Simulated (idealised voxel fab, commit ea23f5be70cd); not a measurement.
The process module that follows is named voxel self aligned vias.
It is cross-section cut that appears here, measuring 210 nm in width, its square cells being 5 nm in size.
Cross-section, as written here: a square-cell grid given band by band from the top down, where a band holds one or more rows of cells.
Within each band entry, the heights of the top and of the bottom of the band appear first, in that order and in nm; the materials of the band then follow from left to right, each with its corresponding width in nm. The designation "everywhere" on a single material indicates that it fills the band from edge to edge; the designation "empty" indicates empty space.
The level at which height equals 0 is the one under which the wafer, as it arrives, is entirely one material. No lower edge exists for the bottom band, which continues downward and is notated as in "0 and below".
Graded width ("30 to 40"): value in top row of band = first number; value in bottom row = second number; row-to-row change constant.
Given "all unchanged" for a step, no cell of the cross-section differs between before and after that step.
Entry "Closed void catalog" = empty spaces >= 8 cells with no open way to the top; each as width x height at distance, distance from left edge, all nm.
Whatever follows a step's settings on its line is a remark the simulator itself makes about that step.
For masked steps, "overlay nm" on the step line gives how far right of plan the mask actually lay; a minus sign means it lay to the left.
### Process steps - plan
1: RECEIVE, material Si
2: CONFORMAL_DEP, material SiO2, thk nm 15
3: CONFORMAL_DEP, material SiCN, thk nm 5
4: DIRECTIONAL_DEP, material SiO2, thk nm 25
5: PATTERN, tone open, mask id LINES, material resist, width nm 20, pitch nm 60, thk nm 15, overlay nm -15
6: DIRECTIONAL_ETCH, etch materials SiO2, depth nm 25
7: STRIP, etch materials resist
8: CONFORMAL_DEP, material TiN, thk nm 5
9: FILL_DEP, material Ru, thk nm 5
10: CMP, height nm 45
11: SELECTIVE_ETCH, etch materials W Ru TiN, depth nm 10
12: FILL_DEP, material SiN, thk nm 5
13: CMP, height nm 45
14: DIRECTIONAL_DEP, material SiO2, thk nm 20
15: DIRECTIONAL_DEP, material aC, thk nm 10
16: PATTERN, tone open, mask id VIAS, material resist, width nm 30, thk nm 30, overlay nm 0
17: DIRECTIONAL_ETCH, etch materials aC, depth nm 10
18: STRIP, etch materials resist
19: DIRECTIONAL_ETCH, etch materials SiO2, depth nm 20
20: DIRECTIONAL_ETCH, etch materials SiN, depth nm 10
21: STRIP, etch materials aC
22: CONFORMAL_DEP, material TiN, thk nm 5
23: FILL_DEP, material Cu, thk nm 5
24: CMP, height nm 65
25: CONFORMAL_DEP, material SiCN, thk nm 5
Quick note for whoever runs this: the wafers start identical, but the overlay nm at step 5 isn't the same across them. The plan just shows what the first wafer had.
### First wafer of several, as received: cross-section after step 1
    0 and below  Si everywhere
    Closed void catalog: none
### Here's the first of several wafers in cross-section, end of the module, after the last step, step 25
    70 down to 65  SiCN everywhere
    65 down to 50  SiO2 60 nm | TiN 5 nm | Cu 20 nm | TiN 5 nm | SiO2 120 nm
    50 down to 45  SiO2 60 nm | TiN 30 nm | SiO2 120 nm
    45 down to 35  SiO2 50 nm | SiN 10 nm | TiN 10 nm | SiO2 40 nm | SiN 20 nm | SiO2 80 nm
    35 down to 25  SiO2 50 nm | TiN 5 nm | Ru 10 nm | TiN 5 nm | SiO2 40 nm | TiN 5 nm | Ru 10 nm | TiN 5 nm | SiO2 80 nm
    25 down to 20  SiO2 50 nm | TiN 20 nm | SiO2 40 nm | TiN 20 nm | SiO2 80 nm
    20 down to 15  SiCN everywhere
    15 down to 0  SiO2 everywhere
    0 and below  Si everywhere
    Closed void catalog: none
### Cross-section of the final wafer among several, taken at the end of the module
    70 down to 65  SiCN everywhere
    65 down to 50  SiO2 60 nm | TiN 5 nm | Cu 20 nm | TiN 5 nm | SiO2 120 nm
    50 down to 45  SiO2 60 nm | TiN 30 nm | SiO2 120 nm
    45 down to 35  SiO2 80 nm | TiN 10 nm | SiN 10 nm | SiO2 40 nm | SiN 20 nm | SiO2 50 nm
    35 down to 25  SiO2 80 nm | TiN 5 nm | Ru 10 nm | TiN 5 nm | SiO2 40 nm | TiN 5 nm | Ru 10 nm | TiN 5 nm | SiO2 50 nm
    25 down to 20  SiO2 80 nm | TiN 20 nm | SiO2 40 nm | TiN 20 nm | SiO2 50 nm
    20 down to 15  SiCN everywhere
    15 down to 0  SiO2 everywhere
    0 and below  Si everywhere
    Closed void catalog: none
### Per wafer, end of module: cells gained (+) or lost (-) per material since receipt, then closed voids
overlay nm -15, +12 Cu, +8 Ru, +84 SiCN, +12 SiN, +440 SiO2, +32 TiN, Closed void catalog: none
overlay nm -10, +14 Cu, +8 Ru, +84 SiCN, +10 SiN, +440 SiO2, +32 TiN, Closed void catalog: none
overlay nm -5, +16 Cu, +8 Ru, +84 SiCN, +8 SiN, +440 SiO2, +32 TiN, Closed void catalog: none
overlay nm 0, +16 Cu, +8 Ru, +84 SiCN, +8 SiN, +440 SiO2, +32 TiN, Closed void catalog: none
overlay nm 5, +16 Cu, +8 Ru, +84 SiCN, +8 SiN, +440 SiO2, +32 TiN, Closed void catalog: none
overlay nm 10, +14 Cu, +8 Ru, +84 SiCN, +10 SiN, +440 SiO2, +32 TiN, Closed void catalog: none
overlay nm 15, +12 Cu, +8 Ru, +84 SiCN, +12 SiN, +440 SiO2, +32 TiN, Closed void catalog: none
